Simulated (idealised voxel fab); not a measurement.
Proc. module: voxel capacitor over wiring
Shown is cross-section cut, with a width of 195 nm and square cells of size 5 nm.
The cross-sections in this document take the form of a grid made of square cells. They are written out as bands, in order from top to bottom. Each band consists of one or more rows of cells.
Top height, bottom height, nm. Materials left to right, width each, nm. Single material + "all across" = fills band edge to edge. "empty" = empty.
For the purposes of this specification, 0 denotes the height below which the wafer in its as-received condition is composed wholly of one material, and the lowermost band, lacking a lower limit, extends downward without end, as expressed in "0 down".
When a width is written as two numbers, as in "30..40", the first number is the width in the top row of cells of the band and the second is the width in its bottom row, and the width changes by the same amount from each row to the next.
"no alterations made" means the step left every cell of the cross-section as it was.
Completely sealed voids: empty space of 8 cells or more with no open way to the top, each as width x height at its distance from the left edge, in nm
If you see something after the settings on a step's line, that's the simulator's own remark about that step.
If you see "overlay nm" on a step's line and that step has a mask, it's telling you how far right of where it was planned the mask ended up; a negative number means it went left instead.

**Steps planned for the process**
1) RECEIVE,material Si
2) CONFORMAL_DEP,material SiO2,thk nm 15
3) CONFORMAL_DEP,material SiN,thk nm 5
4) DIRECTIONAL_DEP,material lowk,thk nm 15
5) DIRECTIONAL_DEP,material aC,thk nm 15
6) PATTERN,tone open,mask id METAL_1,material resist,width nm 30,pitch nm 80,thk nm 30,overlay nm 0
7) DIRECTIONAL_ETCH,etch materials aC,depth nm 15
8) STRIP,etch materials resist
9) DIRECTIONAL_ETCH,etch materials lowk,depth nm 15
10) DIRECTIONAL_ETCH,etch materials SiN,depth nm 5
11) STRIP,etch materials aC
12) CONFORMAL_DEP,material TiN,thk nm 5
13) FILL_DEP,material Ru,thk nm 10
14) CMP,height nm 35
15) CONFORMAL_DEP,material SiCN,thk nm 5
16) DIRECTIONAL_DEP,material SiO2,thk nm 15
17) MASKED_ETCH,tone open,mask id PLUG_1,width nm 15,etch materials SiO2,depth nm 15,overlay nm 0
18) MASKED_ETCH,tone open,mask id PLUG_1,width nm 15,etch materials SiCN,depth nm 5,overlay nm 0
19) EPI,material Ru,thk nm 10
20) EPI,material Ru,thk nm 10
21) DIRECTIONAL_DEP,material TiN,thk nm 5
22) DIRECTIONAL_DEP,material HfO2,thk nm 5
23) DIRECTIONAL_DEP,material TiN,thk nm 5
24) MASKED_ETCH,tone cover,mask id UPPER_PLATE,width nm 55,etch materials TiN,depth nm 5,overlay nm 0
25) MASKED_ETCH,tone cover,mask id UPPER_PLATE,width nm 55,etch materials HfO2,depth nm 5,overlay nm 0
26) MASKED_ETCH,tone cover,mask id LOWER_PLATE,width nm 55,etch materials TiN,depth nm 5,overlay nm 0
27) FILL_DEP,material SiO2,thk nm 20
28) CMP,height nm 85
29) PATTERN,tone open,mask id PLUG_2,material resist,width nm 15,thk nm 15,overlay nm 0
30) DIRECTIONAL_ETCH,etch materials SiO2,depth nm 15
31) STRIP,etch materials resist
32) CONFORMAL_DEP,material TiN,thk nm 5
33) FILL_DEP,material W,thk nm 5
34) CMP,height nm 85
35) CONFORMAL_DEP,material SiCN,thk nm 5
Variable across wafers: step 26 width nm (plan value is that of the first wafer; starting state common to all).

**Cross-section of the first of several wafers on receipt, reflecting completion of step 1**
- 0 down = Si all across
- Completely sealed voids: none

**Take any row and you have a wafer at the end of the module: how many cells of each material it has gained (+) or lost (-) since it was received, and then its closed voids**
width nm 55; +11 HfO2; +36 Ru; +75 SiCN; +27 SiN; +417 SiO2; +53 TiN; +2 W; +81 lowk; Completely sealed voids: none
width nm 60; +11 HfO2; +36 Ru; +75 SiCN; +27 SiN; +416 SiO2; +54 TiN; +2 W; +81 lowk; Completely sealed voids: none
width nm 65; +11 HfO2; +36 Ru; +75 SiCN; +27 SiN; +415 SiO2; +55 TiN; +2 W; +81 lowk; Completely sealed voids: none
width nm 70; +11 HfO2; +36 Ru; +75 SiCN; +27 SiN; +414 SiO2; +56 TiN; +2 W; +81 lowk; Completely sealed voids: none
width nm 75; +11 HfO2; +36 Ru; +75 SiCN; +27 SiN; +413 SiO2; +57 TiN; +2 W; +81 lowk; Completely sealed voids: none
width nm 80; +11 HfO2; +36 Ru; +75 SiCN; +27 SiN; +412 SiO2; +58 TiN; +2 W; +81 lowk; Completely sealed voids: none
